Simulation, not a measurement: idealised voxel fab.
process module | voxel gate over fins
Cross-section cut: width 215 nm, square cells of 5 nm.
Cross-section format: a grid of square cells, given as bands from top to bottom; each band is one or more rows of cells. Band entry format. Leading values: height of top, height of bottom, nm. Remainder: materials in left-to-right order, each with its width in nm. Special words: "everywhere" on a single material, which then fills the band edge to edge; "blank", empty space. Height 0 is the level under which the wafer as received is all one material. The lowest band goes on downwards, as in "0 -> down". Width spec "30->40" -> top row of cells at first value, bottom row at second value, equal per-row change in between. "nothing was modified" for a step: no cell of the cross-section changed in that step. Basically, "Enclosed void list" tells you about the enclosed voids: empty spaces with no open way to the top, 8 cells or bigger, each written width x height at distance, where distance is from the left edge, all in nm. That trailing text on a step's line, after the settings, is the simulator's own remark on the step. When a step includes a mask, the "overlay nm" setting on its line states how far to the right of its planned place that mask lay, and negative values state how far to the left.

## List of planned process steps
1) RECEIVE with material Si
2) CONFORMAL_DEP with material SiN, thk nm 10
3) DIRECTIONAL_DEP with material aC, thk nm 10
4) PATTERN with tone cover, mask id FINS, material resist, width nm 15, pitch nm 40, thk nm 30, overlay nm -15
5) DIRECTIONAL_ETCH with etch materials aC, depth nm 10
6) STRIP with etch materials resist
7) DIRECTIONAL_ETCH with etch materials SiN, depth nm 10
8) DIRECTIONAL_ETCH with etch materials Si, depth nm 30
9) STRIP with etch materials aC
10) OXIDIZE with depth nm 5
11) FILL_DEP with material SiO2, thk nm 5
12) CMP with height nm 10
13) SELECTIVE_ETCH with etch materials SiO2, depth nm 20
14) STRIP with etch materials SiN
15) CONFORMAL_DEP with material HfO2, thk nm 5
16) CONFORMAL_DEP with material TiN, thk nm 5
17) FILL_DEP with material W, thk nm 10
18) CMP with height nm 15
19) CONFORMAL_DEP with material SiCN, thk nm 5
Keep in mind the plan's value for the overlay nm of step 4 comes from the first wafer; the wafers don't share that setting, but they do share the same starting point.

## Cut through the first of several wafers as received, post step 1
- 0 -> down  Si everywhere
- Enclosed void list: none

## For your reference, the table is organized with a row per wafer; each row reflects the wafer at the end of the module, indicating for each material the cells gained (+) or lost (-) since receipt, and thereafter its closed voids
overlay nm -15, +55 HfO2, -280 Si, +43 SiCN, +200 SiO2, +55 TiN, +99 W, Enclosed void list: none
overlay nm -10, +55 HfO2, -280 Si, +43 SiCN, +200 SiO2, +55 TiN, +99 W, Enclosed void list: none
overlay nm -5, +55 HfO2, -280 Si, +43 SiCN, +200 SiO2, +55 TiN, +99 W, Enclosed void list: none
overlay nm 0, +55 HfO2, -280 Si, +43 SiCN, +200 SiO2, +55 TiN, +99 W, Enclosed void list: none
overlay nm 5, +55 HfO2, -280 Si, +43 SiCN, +200 SiO2, +55 TiN, +99 W, Enclosed void list: none
overlay nm 10, +55 HfO2, -280 Si, +43 SiCN, +200 SiO2, +55 TiN, +99 W, Enclosed void list: none
overlay nm 15, +55 HfO2, -280 Si, +43 SiCN, +200 SiO2, +55 TiN, +99 W, Enclosed void list: none
